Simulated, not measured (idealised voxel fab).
process module | voxel self aligned vias
cross-section cut | 290 nm wide | cells 5 nm
A cross-section is a grid of square cells, given in bands from the top down. A band is one or more rows of cells.
Each band's line starts with the height of the band's top and of its bottom, in nm. Then come its materials from left to right, each with its width in nm. One material with "throughout" fills the band from edge to edge. "air" is empty space.
Height 0 is the level under which the wafer as received is all one material. The lowest band goes on downwards, as in "0 down".
A width such as "30 to 40" changes by the same amount from each row of cells to the next, from the band's top row to its bottom row.
"no change" after a step means that no cell of the cross-section changed.
closed voids: empty space of 8 cells or more with no open way to the top, each as width x height at its distance from the left edge, in nm
after a step's settings: what the simulator itself notes on the step
overlay nm, on a step with a mask: how far to the right of its planned place the mask lay; to the left if negative
plan
1 op RECEIVE | material Si
2 op CONFORMAL_DEP | material SiO2 | thk nm 15
3 op CONFORMAL_DEP | material SiCN | thk nm 5
4 op DIRECTIONAL_DEP | material lowk | thk nm 30
5 op DIRECTIONAL_DEP | material aC | thk nm 15
6 op PATTERN | tone open | mask id LINES | material resist | width nm 25 | pitch nm 60 | thk nm 35 | overlay nm 0
7 op DIRECTIONAL_ETCH | etch materials aC | depth nm 15
8 op STRIP | etch materials resist
9 op DIRECTIONAL_ETCH | etch materials lowk | depth nm 30
10 op STRIP | etch materials aC
11 op CONFORMAL_DEP | material TiN | thk nm 5
12 op FILL_DEP | material W | thk nm 10
13 op CMP | height nm 50
14 op SELECTIVE_ETCH | etch materials W Ru TiN | depth nm 5
15 op FILL_DEP | material SiN | thk nm 10
16 op CMP | height nm 50
17 op DIRECTIONAL_DEP | material lowk | thk nm 15
18 op MASKED_ETCH | tone open | mask id VIAS | width nm 45 | pitch nm 60 | etch materials lowk | depth nm 15 | overlay nm 0
19 op MASKED_ETCH | tone open | mask id VIAS | width nm 45 | pitch nm 60 | etch materials SiN | depth nm 5 | overlay nm 0
20 op CONFORMAL_DEP | material TiN | thk nm 5
21 op FILL_DEP | material Cu | thk nm 5
22 op CMP | height nm 65
23 op CONFORMAL_DEP | material SiCN | thk nm 5
first wafer, as planned
as received, after step 1
  0 down: Si throughout
  closed voids: none
after step 2
  15 to 0: SiO2 throughout
  below 0: unchanged
after step 3
  20 to 15: SiCN throughout
  below 15: unchanged
after step 4
  50 to 20: lowk throughout
  below 20: unchanged
after step 5
  65 to 50: aC throughout
  below 50: unchanged
after step 6
  100 to 65: resist 70 | air 25 | resist 35 | air 25 | resist 35 | air 25 | resist 75
  below 65: unchanged
after step 7
  85 to 65: resist 70 | air 25 | resist 35 | air 25 | resist 35 | air 25 | resist 75
  65 to 50: aC 70 | air 25 | aC 35 | air 25 | aC 35 | air 25 | aC 75
  below 50: unchanged
after step 8
  65 to 50: aC 70 | air 25 | aC 35 | air 25 | aC 35 | air 25 | aC 75
  below 50: unchanged
after step 9
  65 to 50: aC 70 | air 25 | aC 35 | air 25 | aC 35 | air 25 | aC 75
  50 to 20: lowk 70 | air 25 | lowk 35 | air 25 | lowk 35 | air 25 | lowk 75
  below 20: unchanged
after step 10
  50 to 20: lowk 70 | air 25 | lowk 35 | air 25 | lowk 35 | air 25 | lowk 75
  below 20: unchanged
after step 11
  55 to 50: TiN 75 | air 15 | TiN 45 | air 15 | TiN 45 | air 15 | TiN 80
  50 to 25: lowk 70 | TiN 5 | air 15 | TiN 5 | lowk 35 | TiN 5 | air 15 | TiN 5 | lowk 35 | TiN 5 | air 15 | TiN 5 | lowk 75
  25 to 20: lowk 70 | TiN 25 | lowk 35 | TiN 25 | lowk 35 | TiN 25 | lowk 75
  below 20: unchanged
after step 12
  65 to 55: W throughout
  55 to 50: TiN 75 | W 15 | TiN 45 | W 15 | TiN 45 | W 15 | TiN 80
  50 to 25: lowk 70 | TiN 5 | W 15 | TiN 5 | lowk 35 | TiN 5 | W 15 | TiN 5 | lowk 35 | TiN 5 | W 15 | TiN 5 | lowk 75
  below 25: unchanged
after step 13
  50 to 25: lowk 70 | TiN 5 | W 15 | TiN 5 | lowk 35 | TiN 5 | W 15 | TiN 5 | lowk 35 | TiN 5 | W 15 | TiN 5 | lowk 75
  below 25: unchanged
after step 14
  50 to 45: lowk 70 | air 25 | lowk 35 | air 25 | lowk 35 | air 25 | lowk 75
  below 45: unchanged
after step 15
  60 to 50: SiN throughout
  50 to 45: lowk 70 | SiN 25 | lowk 35 | SiN 25 | lowk 35 | SiN 25 | lowk 75
  below 45: unchanged
after step 16
  50 to 45: lowk 70 | SiN 25 | lowk 35 | SiN 25 | lowk 35 | SiN 25 | lowk 75
  below 45: unchanged
after step 17
  65 to 50: lowk throughout
  below 50: unchanged
after step 18
  65 to 50: lowk 60 | air 45 | lowk 15 | air 45 | lowk 15 | air 45 | lowk 65
  below 50: unchanged
after step 19
  65 to 50: lowk 60 | air 45 | lowk 15 | air 45 | lowk 15 | air 45 | lowk 65
  50 to 45: lowk 70 | air 25 | lowk 35 | air 25 | lowk 35 | air 25 | lowk 75
  below 45: unchanged
after step 20
  70 to 65: TiN 65 | air 35 | TiN 25 | air 35 | TiN 25 | air 35 | TiN 70
  65 to 55: lowk 60 | TiN 5 | air 35 | TiN 5 | lowk 15 | TiN 5 | air 35 | TiN 5 | lowk 15 | TiN 5 | air 35 | TiN 5 | lowk 65
  55 to 50: lowk 60 | TiN 15 | air 15 | TiN 15 | lowk 15 | TiN 15 | air 15 | TiN 15 | lowk 15 | TiN 15 | air 15 | TiN 15 | lowk 65
  50 to 45: lowk 70 | TiN 25 | lowk 35 | TiN 25 | lowk 35 | TiN 25 | lowk 75
  below 45: unchanged
after step 21
  75 to 70: Cu throughout
  70 to 65: TiN 65 | Cu 35 | TiN 25 | Cu 35 | TiN 25 | Cu 35 | TiN 70
  65 to 55: lowk 60 | TiN 5 | Cu 35 | TiN 5 | lowk 15 | TiN 5 | Cu 35 | TiN 5 | lowk 15 | TiN 5 | Cu 35 | TiN 5 | lowk 65
  55 to 50: lowk 60 | TiN 15 | Cu 15 | TiN 15 | lowk 15 | TiN 15 | Cu 15 | TiN 15 | lowk 15 | TiN 15 | Cu 15 | TiN 15 | lowk 65
  below 50: unchanged
after step 22
  65 to 55: lowk 60 | TiN 5 | Cu 35 | TiN 5 | lowk 15 | TiN 5 | Cu 35 | TiN 5 | lowk 15 | TiN 5 | Cu 35 | TiN 5 | lowk 65
  below 55: unchanged
after step 23
  70 to 65: SiCN throughout
  below 65: unchanged
second wafer: like start, like plan, one mistake. Through step 2 it matches the first wafer
when step 3 should have ended: no change
when step 4 should have ended
  45 to 15: lowk throughout
  below 15: unchanged
when step 5 should have ended
  60 to 45: aC throughout
  below 45: unchanged
when step 6 should have ended
  95 to 60: resist 70 | air 25 | resist 35 | air 25 | resist 35 | air 25 | resist 75
  below 60: unchanged
when step 7 should have ended
  80 to 60: resist 70 | air 25 | resist 35 | air 25 | resist 35 | air 25 | resist 75
  60 to 45: aC 70 | air 25 | aC 35 | air 25 | aC 35 | air 25 | aC 75
  below 45: unchanged
when step 8 should have ended
  60 to 45: aC 70 | air 25 | aC 35 | air 25 | aC 35 | air 25 | aC 75
  below 45: unchanged
when step 9 should have ended
  60 to 45: aC 70 | air 25 | aC 35 | air 25 | aC 35 | air 25 | aC 75
  45 to 15: lowk 70 | air 25 | lowk 35 | air 25 | lowk 35 | air 25 | lowk 75
  below 15: unchanged
when step 10 should have ended
  45 to 15: lowk 70 | air 25 | lowk 35 | air 25 | lowk 35 | air 25 | lowk 75
  below 15: unchanged
when step 11 should have ended
  50 to 45: TiN 75 | air 15 | TiN 45 | air 15 | TiN 45 | air 15 | TiN 80
  45 to 20: lowk 70 | TiN 5 | air 15 | TiN 5 | lowk 35 | TiN 5 | air 15 | TiN 5 | lowk 35 | TiN 5 | air 15 | TiN 5 | lowk 75
  20 to 15: lowk 70 | TiN 25 | lowk 35 | TiN 25 | lowk 35 | TiN 25 | lowk 75
  below 15: unchanged
when step 12 should have ended
  60 to 50: W throughout
  50 to 45: TiN 75 | W 15 | TiN 45 | W 15 | TiN 45 | W 15 | TiN 80
  45 to 20: lowk 70 | TiN 5 | W 15 | TiN 5 | lowk 35 | TiN 5 | W 15 | TiN 5 | lowk 35 | TiN 5 | W 15 | TiN 5 | lowk 75
  below 20: unchanged
when step 13 should have ended
  50 to 45: TiN 75 | W 15 | TiN 45 | W 15 | TiN 45 | W 15 | TiN 80
  below 45: unchanged
when step 14 should have ended
  45 to 20: lowk 70 | TiN 5 | W 15 | TiN 5 | lowk 35 | TiN 5 | W 15 | TiN 5 | lowk 35 | TiN 5 | W 15 | TiN 5 | lowk 75
  below 20: unchanged
when step 15 should have ended
  55 to 45: SiN throughout
  below 45: unchanged
when step 16 should have ended
  50 to 45: SiN throughout
  below 45: unchanged
when step 17 should have ended
  65 to 50: lowk throughout
  below 50: unchanged
when step 18 should have ended
  65 to 50: lowk 60 | air 45 | lowk 15 | air 45 | lowk 15 | air 45 | lowk 65
  below 50: unchanged
when step 19 should have ended
  65 to 50: lowk 60 | air 45 | lowk 15 | air 45 | lowk 15 | air 45 | lowk 65
  50 to 45: SiN 60 | air 45 | SiN 15 | air 45 | SiN 15 | air 45 | SiN 65
  below 45: unchanged
when step 20 should have ended
  70 to 65: TiN 65 | air 35 | TiN 25 | air 35 | TiN 25 | air 35 | TiN 70
  65 to 50: lowk 60 | TiN 5 | air 35 | TiN 5 | lowk 15 | TiN 5 | air 35 | TiN 5 | lowk 15 | TiN 5 | air 35 | TiN 5 | lowk 65
  50 to 45: SiN 60 | TiN 45 | SiN 15 | TiN 45 | SiN 15 | TiN 45 | SiN 65
  below 45: unchanged
when step 21 should have ended
  75 to 70: Cu throughout
  70 to 65: TiN 65 | Cu 35 | TiN 25 | Cu 35 | TiN 25 | Cu 35 | TiN 70
  65 to 50: lowk 60 | TiN 5 | Cu 35 | TiN 5 | lowk 15 | TiN 5 | Cu 35 | TiN 5 | lowk 15 | TiN 5 | Cu 35 | TiN 5 | lowk 65
  below 50: unchanged
when step 22 should have ended
  65 to 50: lowk 60 | TiN 5 | Cu 35 | TiN 5 | lowk 15 | TiN 5 | Cu 35 | TiN 5 | lowk 15 | TiN 5 | Cu 35 | TiN 5 | lowk 65
  below 50: unchanged
when step 23 should have ended
  70 to 65: SiCN throughout
  below 65: unchanged
what went wrong: step 3 was left out
at the end the second wafer has, in cells: 12 more of Cu | 58 fewer of SiCN | 31 more of SiN | 6 more of TiN | 9 more of W
